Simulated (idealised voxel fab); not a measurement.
Process module in this document: voxel self aligned vias
This is section cut - it's 300 nm across, gridded in 5 nm square cells.
In this document a cross-section is written as a grid of square cells. It is given as a series of bands, listed from the top down, and a band is one or more rows of cells. The entry gives the band's vertical extent as a top height and a bottom height in nm, then its horizontal make-up as materials from left to right, each with a width in nm. "empty" stands for empty space; a single material marked "everywhere" fills the band edge to edge. All heights in this document are referenced to 0, defined as the level beneath which the wafer, as received, consists entirely of one material. The lowest band is not bounded below; it extends indefinitely downward and is written in the form "z 0 and below". Per-row width for "30 to 40": begins at first number (top row of band), ends at second number (bottom row), increment between rows held constant. You'll sometimes find "no change occurred" written for a step, and that's the way of saying that nowhere in the cross-section did a cell change during that step. So "Internal closed voids" is basically the list of trapped voids: any empty space of 8 cells or more that can't reach the top through an opening. They're written width x height at distance, the distance being from the left edge, and it's all nm. Past the settings on a step's line: simulator remark, on that step. For masked steps, "overlay nm" on the step line gives how far right of plan the mask actually lay; a minus sign means it lay to the left.

## List of planned process steps
step 1: RECEIVE [material Si]
step 2: CONFORMAL_DEP [material SiO2] [thk nm 10]
step 3: CONFORMAL_DEP [material SiCN] [thk nm 5]
step 4: DIRECTIONAL_DEP [material lowk] [thk nm 25]
step 5: PATTERN [tone open] [mask id LINES] [material resist] [width nm 25] [pitch nm 50] [thk nm 20] [overlay nm -15]
step 6: DIRECTIONAL_ETCH [etch materials lowk] [depth nm 25]
step 7: STRIP [etch materials resist]
step 8: CONFORMAL_DEP [material TiN] [thk nm 5]
step 9: FILL_DEP [material W] [thk nm 5]
step 10: CMP [height nm 40]
step 11: SELECTIVE_ETCH [etch materials W Ru TiN] [depth nm 5]
step 12: FILL_DEP [material SiN] [thk nm 10]
step 13: CMP [height nm 40]
step 14: DIRECTIONAL_DEP [material lowk] [thk nm 15]
step 15: MASKED_ETCH [tone open] [mask id VIAS] [width nm 35] [pitch nm 50] [etch materials lowk] [depth nm 15] [overlay nm 0]
step 16: MASKED_ETCH [tone open] [mask id VIAS] [width nm 35] [pitch nm 50] [etch materials SiN] [depth nm 5] [overlay nm 0]
step 17: CONFORMAL_DEP [material TiN] [thk nm 5]
step 18: FILL_DEP [material Cu] [thk nm 10]
step 19: CMP [height nm 55]
step 20: CONFORMAL_DEP [material SiN] [thk nm 5]
Where the wafers of this document differ is in the overlay nm of step 5; they start out the same, and the plan states the value that applied to the first wafer.

## First of several wafers, received after step 1, in cross-section
z 0 and below = Si everywhere
Internal closed voids: none

## Wafer cross-section (first of several) - module end, post step 20 (last step)
z 60 to 55 = SiN everywhere
z 55 to 45 = lowk 105 nm; TiN 5 nm; Cu 25 nm; TiN 5 nm; lowk 15 nm; TiN 5 nm; Cu 25 nm; TiN 5 nm; lowk 110 nm
z 45 to 40 = lowk 105 nm; TiN 5 nm; Cu 5 nm; TiN 25 nm; lowk 15 nm; TiN 5 nm; Cu 5 nm; TiN 25 nm; lowk 110 nm
z 40 to 35 = lowk 95 nm; SiN 10 nm; TiN 15 nm; lowk 25 nm; SiN 10 nm; TiN 15 nm; lowk 130 nm
z 35 to 20 = lowk 95 nm; TiN 5 nm; W 15 nm; TiN 5 nm; lowk 25 nm; TiN 5 nm; W 15 nm; TiN 5 nm; lowk 130 nm
z 20 to 15 = lowk 95 nm; TiN 25 nm; lowk 25 nm; TiN 25 nm; lowk 130 nm
z 15 to 10 = SiCN everywhere
z 10 to 0 = SiO2 everywhere
z 0 and below = Si everywhere
Internal closed voids: none

## Here we cross-sectioned the last of the wafers once the module was done
z 60 to 55 = SiN everywhere
z 55 to 45 = lowk 105 nm; TiN 5 nm; Cu 25 nm; TiN 5 nm; lowk 15 nm; TiN 5 nm; Cu 25 nm; TiN 5 nm; lowk 110 nm
z 45 to 40 = lowk 105 nm; TiN 25 nm; Cu 5 nm; TiN 5 nm; lowk 15 nm; TiN 25 nm; Cu 5 nm; TiN 5 nm; lowk 110 nm
z 40 to 35 = lowk 125 nm; TiN 15 nm; SiN 10 nm; lowk 25 nm; TiN 15 nm; SiN 10 nm; lowk 100 nm
z 35 to 20 = lowk 125 nm; TiN 5 nm; W 15 nm; TiN 5 nm; lowk 25 nm; TiN 5 nm; W 15 nm; TiN 5 nm; lowk 100 nm
z 20 to 15 = lowk 125 nm; TiN 25 nm; lowk 25 nm; TiN 25 nm; lowk 100 nm
z 15 to 10 = SiCN everywhere
z 10 to 0 = SiO2 everywhere
z 0 and below = Si everywhere
Internal closed voids: none

## Basically each wafer gets a line in the table, showing it at the end of the module: material by material, the cells it gained (+) or lost (-) since we got it, then its closed voids
overlay nm -15 | +22 Cu | +60 SiCN | +64 SiN | +120 SiO2 | +48 TiN | +18 W | +388 lowk | Internal closed voids: none
overlay nm -10 | +24 Cu | +60 SiCN | +62 SiN | +120 SiO2 | +48 TiN | +18 W | +388 lowk | Internal closed voids: none
overlay nm -5 | +26 Cu | +60 SiCN | +60 SiN | +120 SiO2 | +48 TiN | +18 W | +388 lowk | Internal closed voids: none
overlay nm 0 | +26 Cu | +60 SiCN | +60 SiN | +120 SiO2 | +48 TiN | +18 W | +388 lowk | Internal closed voids: none
overlay nm 5 | +26 Cu | +60 SiCN | +60 SiN | +120 SiO2 | +48 TiN | +18 W | +388 lowk | Internal closed voids: none
overlay nm 10 | +24 Cu | +60 SiCN | +62 SiN | +120 SiO2 | +48 TiN | +18 W | +388 lowk | Internal closed voids: none
overlay nm 15 | +22 Cu | +60 SiCN | +64 SiN | +120 SiO2 | +48 TiN | +18 W | +388 lowk | Internal closed voids: none
